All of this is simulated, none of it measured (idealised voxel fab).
A process module follows: voxel wiring stack.
Section cut is 195 nm wide and gridded with 5 nm square cells.
How to read a cross-section here: the picture is a grid of square cells, written as bands going from the top down, and any band can span one or more rows of cells.
Quick guide to a band line: top height, bottom height (nm) up front; then every material left to right with its width in nm. Only one material and it's marked "throughout"? Then it fills the band edge to edge. And "empty" just means empty space.
The reference from which all heights are counted is 0, the level beneath which the as-received wafer is entirely one material; the lowest band, having no lower bound, proceeds downward and is written after the example "0 nm and below".
Width: "30..40" (first number = top row, second number = bottom row, same change from row to row of cells).
"stayed the same" -> step changed no cross-section cell.
Basically, "Enclosed void list" tells you about the enclosed voids: empty spaces with no open way to the top, 8 cells or bigger, each written width x height at distance, where distance is from the left edge, all in nm.
It should be noted that, on the line of a given step, the content following the step's settings is a remark produced by the simulator itself with respect to that step.
A step line may carry the setting "overlay nm", which, for steps involving a mask, states the distance by which the mask lay to the right of its intended position; negative values denote displacement to the left.
The steps planned for the process are as follows:
1: RECEIVE (material Si)
2: CONFORMAL_DEP (material SiO2; thk nm 15)
3: CONFORMAL_DEP (material SiN; thk nm 5)
4: DIRECTIONAL_DEP (material lowk; thk nm 15)
5: PATTERN (tone open; mask id METAL_1; material resist; width nm 30; pitch nm 45; thk nm 15; overlay nm 0)
6: DIRECTIONAL_ETCH (etch materials lowk; depth nm 15)
7: DIRECTIONAL_ETCH (etch materials SiN; depth nm 5)
8: STRIP (etch materials resist)
9: CONFORMAL_DEP (material TiN; thk nm 5)
10: FILL_DEP (material Cu; thk nm 10)
11: CMP (height nm 35)
12: EPI (material Ru; thk nm 5)
13: FILL_DEP (material SiCN; thk nm 5)
14: DIRECTIONAL_DEP (material lowk; thk nm 15)
15: PATTERN (tone open; mask id PLUG_1; material resist; width nm 15; pitch nm 45; thk nm 15; overlay nm 0)
16: DIRECTIONAL_ETCH (etch materials lowk; depth nm 15)
17: DIRECTIONAL_ETCH (etch materials SiCN; depth nm 5)
18: STRIP (etch materials resist)
19: EPI (material Ru; thk nm 10)
20: EPI (material Ru; thk nm 10)
21: DIRECTIONAL_DEP (material TiN; thk nm 5)
22: DIRECTIONAL_DEP (material Ru; thk nm 20)
23: MASKED_ETCH (tone cover; mask id METAL_2; width nm 30; pitch nm 45; etch materials Ru; depth nm 20; overlay nm 0)
24: MASKED_ETCH (tone cover; mask id METAL_2; width nm 30; pitch nm 45; etch materials TiN; depth nm 5; overlay nm 0)
25: FILL_DEP (material SiO2; thk nm 5)
26: CMP (height nm 85)
27: CONFORMAL_DEP (material SiCN; thk nm 5)
28: DIRECTIONAL_DEP (material SiO2; thk nm 30)
29: PATTERN (tone open; mask id METAL_3; material resist; width nm 30; pitch nm 45; thk nm 15; overlay nm 0)
30: DIRECTIONAL_ETCH (etch materials SiO2; depth nm 20)
31: STRIP (etch materials resist)
32: PATTERN (tone open; mask id METAL_3_HOLES; material resist; width nm 15; pitch nm 90; thk nm 15; overlay nm 0)
33: DIRECTIONAL_ETCH (etch materials SiO2; depth nm 10)
34: DIRECTIONAL_ETCH (etch materials SiCN; depth nm 5)
35: STRIP (etch materials resist)
36: CONFORMAL_DEP (material TiN; thk nm 5)
37: FILL_DEP (material Cu; thk nm 10)
38: CMP (height nm 120)
39: CONFORMAL_DEP (material SiCN; thk nm 5)
Step 1 complete: cross-section of the wafer as received:
- 0 nm and below  Si throughout
- Enclosed void list: none
End-of-module cross-section. Starting structure and process plan as above; one mistake made in running it:
- 125 nm to 120 nm  SiCN throughout
- 120 nm to 105 nm  15 of SiO2 / 5 of TiN / 20 of Cu / 5 of TiN / 15 of SiO2 / 5 of TiN / 20 of Cu / 5 of TiN / 15 of SiO2 / 5 of TiN / 20 of Cu / 5 of TiN / 15 of SiO2 / 5 of TiN / 20 of Cu / 5 of TiN / 15 of SiO2
- 105 nm to 100 nm  15 of SiO2 / 5 of TiN / 5 of Cu / 20 of TiN / 15 of SiO2 / 30 of TiN / 15 of SiO2 / 5 of TiN / 5 of Cu / 20 of TiN / 15 of SiO2 / 30 of TiN / 15 of SiO2
- 100 nm to 90 nm  15 of SiO2 / 5 of TiN / 5 of Cu / 5 of TiN / 75 of SiO2 / 5 of TiN / 5 of Cu / 5 of TiN / 75 of SiO2
- 90 nm to 85 nm  15 of SiCN / 15 of TiN / 75 of SiCN / 15 of TiN / 75 of SiCN
- 85 nm to 80 nm  15 of SiO2 / 30 of TiN / 15 of SiO2 / 30 of TiN / 15 of SiO2 / 30 of TiN / 15 of SiO2 / 30 of TiN / 15 of SiO2
- 80 nm to 60 nm  Ru throughout
- 60 nm to 45 nm  15 of lowk / 15 of Ru / 30 of lowk / 15 of Ru / 30 of lowk / 15 of Ru / 30 of lowk / 15 of Ru / 30 of lowk
- 45 nm to 35 nm  15..10 of SiCN / 15..40 of Ru / 30..5 of SiCN / 15..40 of Ru / 30..5 of SiCN / 15..40 of Ru / 30..5 of SiCN / 15..40 of Ru / 30..10 of SiCN
- 35 nm to 20 nm  15 of lowk / 5 of TiN / 20 of Cu / 5 of TiN / 15 of lowk / 5 of TiN / 20 of Cu / 5 of TiN / 15 of lowk / 5 of TiN / 20 of Cu / 5 of TiN / 15 of lowk / 5 of TiN / 20 of Cu / 5 of TiN / 15 of lowk
- 20 nm to 15 nm  15 of SiN / 30 of TiN / 15 of SiN / 30 of TiN / 15 of SiN / 30 of TiN / 15 of SiN / 30 of TiN / 15 of SiN
- 15 nm to 0 nm  SiO2 throughout
- 0 nm and below  Si throughout
- Enclosed void list: none
Finding, execution versus plan: steps 21 and 22: order swapped relative to plan
